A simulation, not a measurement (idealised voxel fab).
Documented hereafter: the process module known as voxel self aligned contacts.
The cross-section shown here is cut; it is 230 nm wide and divided into square cells measuring 5 nm on a side.
Bands, listed from the top down, are how a cross-section gets written in this document; the cross-section itself is a grid of square cells, and a band is one or more rows of them.
Top, bottom (nm), then materials left to right with widths (nm); lone material tagged "throughout" fills the whole band edge to edge; "blank" = empty space.
Below 0: as-received wafer, all one material; heights counted from there. Lowest band: no bottom, goes on down, written "0 and below".
When a width is written as two numbers, as in "30..40", the first number is the width in the top row of cells of the band and the second is the width in its bottom row, and the width changes by the same amount from each row to the next.
Step marked "identical to before"? Then no cell in the cross-section changed in it.
Entry "Unvented voids" = empty spaces >= 8 cells with no open way to the top; each as width x height at distance, distance from left edge, all nm.
Where a step's line continues beyond its settings, the continuation is a remark by the simulator itself on that step.
overlay nm: on a step with a mask, how far right of its planned place the mask lay; negative means left.

Listed below are the process steps as planned:
- 1: op RECEIVE | material Si
- 2: op OXIDIZE | depth nm 5
- 3: op DIRECTIONAL_DEP | material polySi | thk nm 30
- 4: op DIRECTIONAL_DEP | material SiN | thk nm 20
- 5: op MASKED_ETCH | tone cover | mask id GATE | width nm 30 | pitch nm 75 | etch materials SiN | depth nm 20 | overlay nm 0
- 6: op MASKED_ETCH | tone cover | mask id GATE | width nm 30 | pitch nm 75 | etch materials polySi | depth nm 30 | overlay nm 0
- 7: op CONFORMAL_DEP | material SiN | thk nm 10
- 8: op DIRECTIONAL_ETCH | etch materials SiN | depth nm 10
- 9: op FILL_DEP | material SiO2 | thk nm 15
- 10: op CMP | height nm 55
- 11: op DIRECTIONAL_DEP | material aC | thk nm 15
- 12: op PATTERN | tone open | mask id CONTACT | material resist | width nm 55 | pitch nm 75 | thk nm 35 | overlay nm 0
- 13: op DIRECTIONAL_ETCH | etch materials aC | depth nm 15
- 14: op STRIP | etch materials resist
- 15: op DIRECTIONAL_ETCH | etch materials SiO2 | depth nm 60
- 16: op STRIP | etch materials aC
- 17: op CONFORMAL_DEP | material TiN | thk nm 5
- 18: op FILL_DEP | material Ru | thk nm 5
- 19: op CMP | height nm 55
- 20: op CONFORMAL_DEP | material SiCN | thk nm 5

What follows covers the first of two wafers; it ran as planned:

Received-state cross-section, reflecting completion of step 1:
> 0 and below  Si throughout
> Unvented voids: none

You're looking at a cross-section of the wafer after step 2:
> 0 down to -5  SiO2 throughout
> Below a height of -5, the structure has not been altered.

You're looking at a cross-section of the wafer after step 3:
> 30 down to 0  polySi throughout
> Below a height of 0, the structure has not been altered.

You're looking at a cross-section of the wafer after step 4:
> 50 down to 30  SiN throughout
> Below a height of 30, the structure has not been altered.

You're looking at a cross-section of the wafer after step 5:
> 50 down to 30  25 blank, 30 SiN, 45 blank, 30 SiN, 45 blank, 30 SiN, 25 blank
> Below a height of 30, the structure has not been altered.

You're looking at a cross-section of the wafer after step 6:
> 50 down to 30  25 blank, 30 SiN, 45 blank, 30 SiN, 45 blank, 30 SiN, 25 blank
> 30 down to 0  25 blank, 30 polySi, 45 blank, 30 polySi, 45 blank, 30 polySi, 25 blank
> Below a height of 0, the structure has not been altered.

You're looking at a cross-section of the wafer after step 7:
> 60 down to 30  15 blank, 50 SiN, 25 blank, 50 SiN, 25 blank, 50 SiN, 15 blank
> 30 down to 10  15 blank, 10 SiN, 30 polySi, 10 SiN, 25 blank, 10 SiN, 30 polySi, 10 SiN, 25 blank, 10 SiN, 30 polySi, 10 SiN, 15 blank
> 10 down to 0  25 SiN, 30 polySi, 45 SiN, 30 polySi, 45 SiN, 30 polySi, 25 SiN
> Below a height of 0, the structure has not been altered.

You're looking at a cross-section of the wafer after step 8:
> 50 down to 30  15 blank, 50 SiN, 25 blank, 50 SiN, 25 blank, 50 SiN, 15 blank
> 30 down to 0  15 blank, 10 SiN, 30 polySi, 10 SiN, 25 blank, 10 SiN, 30 polySi, 10 SiN, 25 blank, 10 SiN, 30 polySi, 10 SiN, 15 blank
> Below a height of 0, the structure has not been altered.

You're looking at a cross-section of the wafer after step 9:
> 65 down to 50  SiO2 throughout
> 50 down to 30  15 SiO2, 50 SiN, 25 SiO2, 50 SiN, 25 SiO2, 50 SiN, 15 SiO2
> 30 down to 0  15 SiO2, 10 SiN, 30 polySi, 10 SiN, 25 SiO2, 10 SiN, 30 polySi, 10 SiN, 25 SiO2, 10 SiN, 30 polySi, 10 SiN, 15 SiO2
> Below a height of 0, the structure has not been altered.

You're looking at a cross-section of the wafer after step 10:
> 55 down to 50  SiO2 throughout
> Below a height of 50, the structure has not been altered.

You're looking at a cross-section of the wafer after step 11:
> 70 down to 55  aC throughout
> Below a height of 55, the structure has not been altered.

You're looking at a cross-section of the wafer after step 12:
> 105 down to 70  50 resist, 55 blank, 20 resist, 55 blank, 50 resist
> Below a height of 70, the structure has not been altered.

You're looking at a cross-section of the wafer after step 13:
> 90 down to 70  50 resist, 55 blank, 20 resist, 55 blank, 50 resist
> 70 down to 55  50 aC, 55 blank, 20 aC, 55 blank, 50 aC
> Below a height of 55, the structure has not been altered.

You're looking at a cross-section of the wafer after step 14:
> 70 down to 55  50 aC, 55 blank, 20 aC, 55 blank, 50 aC
> Below a height of 55, the structure has not been altered.

You're looking at a cross-section of the wafer after step 15:
> 70 down to 55  50 aC, 55 blank, 20 aC, 55 blank, 50 aC
> 55 down to 50  50 SiO2, 55 blank, 20 SiO2, 55 blank, 50 SiO2
> 50 down to 30  15 SiO2, 50 SiN, 25 blank, 50 SiN, 25 blank, 50 SiN, 15 SiO2
> 30 down to 0  15 SiO2, 10 SiN, 30 polySi, 10 SiN, 25 blank, 10 SiN, 30 polySi, 10 SiN, 25 blank, 10 SiN, 30 polySi, 10 SiN, 15 SiO2
> 0 down to -5  65 SiO2, 25 blank, 50 SiO2, 25 blank, 65 SiO2
> Below a height of -5, the structure has not been altered.

You're looking at a cross-section of the wafer after step 16:
> 55 down to 50  50 SiO2, 55 blank, 20 SiO2, 55 blank, 50 SiO2
> Below a height of 50, the structure has not been altered.

You're looking at a cross-section of the wafer after step 17:
> 60 down to 55  55 TiN, 45 blank, 30 TiN, 45 blank, 55 TiN
> 55 down to 50  50 SiO2, 20 TiN, 15 blank, 20 TiN, 20 SiO2, 20 TiN, 15 blank, 20 TiN, 50 SiO2
> 50 down to 30  15 SiO2, 50 SiN, 5 TiN, 15 blank, 5 TiN, 50 SiN, 5 TiN, 15 blank, 5 TiN, 50 SiN, 15 SiO2
> 30 down to 0  15 SiO2, 10 SiN, 30 polySi, 10 SiN, 5 TiN, 15 blank, 5 TiN, 10 SiN, 30 polySi, 10 SiN, 5 TiN, 15 blank, 5 TiN, 10 SiN, 30 polySi, 10 SiN, 15 SiO2
> 0 down to -5  65 SiO2, 25 TiN, 50 SiO2, 25 TiN, 65 SiO2
> Below a height of -5, the structure has not been altered.

You're looking at a cross-section of the wafer after step 18:
> 65 down to 60  Ru throughout
> 60 down to 55  55 TiN, 45 Ru, 30 TiN, 45 Ru, 55 TiN
> 55 down to 50  50 SiO2, 20 TiN, 15 Ru, 20 TiN, 20 SiO2, 20 TiN, 15 Ru, 20 TiN, 50 SiO2
> 50 down to 30  15 SiO2, 50 SiN, 5 TiN, 15 Ru, 5 TiN, 50 SiN, 5 TiN, 15 Ru, 5 TiN, 50 SiN, 15 SiO2
> 30 down to 0  15 SiO2, 10 SiN, 30 polySi, 10 SiN, 5 TiN, 15 Ru, 5 TiN, 10 SiN, 30 polySi, 10 SiN, 5 TiN, 15 Ru, 5 TiN, 10 SiN, 30 polySi, 10 SiN, 15 SiO2
> Below a height of 0, the structure has not been altered.

You're looking at a cross-section of the wafer after step 19:
> 55 down to 50  50 SiO2, 20 TiN, 15 Ru, 20 TiN, 20 SiO2, 20 TiN, 15 Ru, 20 TiN, 50 SiO2
> Below a height of 50, the structure has not been altered.

You're looking at a cross-section of the wafer after step 20:
> 60 down to 55  SiCN throughout
> Below a height of 55, the structure has not been altered.

Second wafer, same starting conditions and recipe as the first, one mistake in executing it, nothing differs from the first up to and including step 4:

Planned end of step 5: second wafer, cross-section:
> 50 down to 30  25 blank, 35 SiN, 40 blank, 35 SiN, 40 blank, 35 SiN, 20 blank
> Below a height of 30, the structure has not been altered.

Planned end of step 6: second wafer, cross-section:
> 50 down to 30  25 blank, 35 SiN, 40 blank, 35 SiN, 40 blank, 35 SiN, 20 blank
> 30 down to 0  25 blank, 35 polySi, 40 blank, 35 polySi, 40 blank, 35 polySi, 20 blank
> Below a height of 0, the structure has not been altered.

Planned end of step 7: second wafer, cross-section:
> 60 down to 30  15 blank, 55 SiN, 20 blank, 55 SiN, 20 blank, 55 SiN, 10 blank
> 30 down to 10  15 blank, 10 SiN, 35 polySi, 10 SiN, 20 blank, 10 SiN, 35 polySi, 10 SiN, 20 blank, 10 SiN, 35 polySi, 10 SiN, 10 blank
> 10 down to 0  25 SiN, 35 polySi, 40 SiN, 35 polySi, 40 SiN, 35 polySi, 20 SiN
> Below a height of 0, the structure has not been altered.

Planned end of step 8: second wafer, cross-section:
> 50 down to 30  15 blank, 55 SiN, 20 blank, 55 SiN, 20 blank, 55 SiN, 10 blank
> 30 down to 0  15 blank, 10 SiN, 35 polySi, 10 SiN, 20 blank, 10 SiN, 35 polySi, 10 SiN, 20 blank, 10 SiN, 35 polySi, 10 SiN, 10 blank
> Below a height of 0, the structure has not been altered.

Planned end of step 9: second wafer, cross-section:
> 65 down to 50  SiO2 throughout
> 50 down to 30  15 SiO2, 55 SiN, 20 SiO2, 55 SiN, 20 SiO2, 55 SiN, 10 SiO2
> 30 down to 0  15 SiO2, 10 SiN, 35 polySi, 10 SiN, 20 SiO2, 10 SiN, 35 polySi, 10 SiN, 20 SiO2, 10 SiN, 35 polySi, 10 SiN, 10 SiO2
> Below a height of 0, the structure has not been altered.

Planned end of step 10: second wafer, cross-section:
> 55 down to 50  SiO2 throughout
> Below a height of 50, the structure has not been altered.

Planned end of step 11: second wafer, cross-section:
> 70 down to 55  aC throughout
> Below a height of 55, the structure has not been altered.

Planned end of step 12: second wafer, cross-section:
> 105 down to 70  50 resist, 55 blank, 20 resist, 55 blank, 50 resist
> Below a height of 70, the structure has not been altered.

Planned end of step 13: second wafer, cross-section:
> 90 down to 70  50 resist, 55 blank, 20 resist, 55 blank, 50 resist
> 70 down to 55  50 aC, 55 blank, 20 aC, 55 blank, 50 aC
> Below a height of 55, the structure has not been altered.

Planned end of step 14: second wafer, cross-section:
> 70 down to 55  50 aC, 55 blank, 20 aC, 55 blank, 50 aC
> Below a height of 55, the structure has not been altered.

Planned end of step 15: second wafer, cross-section:
> 70 down to 55  50 aC, 55 blank, 20 aC, 55 blank, 50 aC
> 55 down to 50  50 SiO2, 55 blank, 20 SiO2, 55 blank, 50 SiO2
> 50 down to 30  15 SiO2, 55 SiN, 20 blank, 55 SiN, 20 blank, 55 SiN, 10 SiO2
> 30 down to 0  15 SiO2, 10 SiN, 35 polySi, 10 SiN, 20 blank, 10 SiN, 35 polySi, 10 SiN, 20 blank, 10 SiN, 35 polySi, 10 SiN, 10 SiO2
> 0 down to -5  70 SiO2, 20 blank, 55 SiO2, 20 blank, 65 SiO2
> Below a height of -5, the structure has not been altered.

Planned end of step 16: second wafer, cross-section:
> 55 down to 50  50 SiO2, 55 blank, 20 SiO2, 55 blank, 50 SiO2
> Below a height of 50, the structure has not been altered.

Planned end of step 17: second wafer, cross-section:
> 60 down to 55  55 TiN, 45 blank, 30 TiN, 45 blank, 55 TiN
> 55 down to 50  50 SiO2, 25 TiN, 10 blank, 20 TiN, 20 SiO2, 25 TiN, 10 blank, 20 TiN, 50 SiO2
> 50 down to 30  15 SiO2, 55 SiN, 5 TiN, 10 blank, 5 TiN, 55 SiN, 5 TiN, 10 blank, 5 TiN, 55 SiN, 10 SiO2
> 30 down to 0  15 SiO2, 10 SiN, 35 polySi, 10 SiN, 5 TiN, 10 blank, 5 TiN, 10 SiN, 35 polySi, 10 SiN, 5 TiN, 10 blank, 5 TiN, 10 SiN, 35 polySi, 10 SiN, 10 SiO2
> 0 down to -5  70 SiO2, 20 TiN, 55 SiO2, 20 TiN, 65 SiO2
> Below a height of -5, the structure has not been altered.

Planned end of step 18: second wafer, cross-section:
> 65 down to 60  Ru throughout
> 60 down to 55  55 TiN, 45 Ru, 30 TiN, 45 Ru, 55 TiN
> 55 down to 50  50 SiO2, 25 TiN, 10 Ru, 20 TiN, 20 SiO2, 25 TiN, 10 Ru, 20 TiN, 50 SiO2
> 50 down to 30  15 SiO2, 55 SiN, 5 TiN, 10 Ru, 5 TiN, 55 SiN, 5 TiN, 10 Ru, 5 TiN, 55 SiN, 10 SiO2
> 30 down to 0  15 SiO2, 10 SiN, 35 polySi, 10 SiN, 5 TiN, 10 Ru, 5 TiN, 10 SiN, 35 polySi, 10 SiN, 5 TiN, 10 Ru, 5 TiN, 10 SiN, 35 polySi, 10 SiN, 10 SiO2
> Below a height of 0, the structure has not been altered.

Planned end of step 19: second wafer, cross-section:
> 55 down to 50  50 SiO2, 25 TiN, 10 Ru, 20 TiN, 20 SiO2, 25 TiN, 10 Ru, 20 TiN, 50 SiO2
> Below a height of 50, the structure has not been altered.

Planned end of step 20: second wafer, cross-section:
> 60 down to 55  SiCN throughout
> Below a height of 55, the structure has not been altered.
What was the processing mistake? it should be noted that step 5 was executed with settings other than those planned, the operation and settings actually applied being op MASKED_ETCH | tone cover | mask id GATE | width nm 35 | pitch nm 75 | etch materials SiN | depth nm 20 | overlay nm 0
Looking at both finished wafers in cells, the second ends up ahead of or behind the first on some materials: Ru -22; SiN +12; SiO2 -8; polySi +18
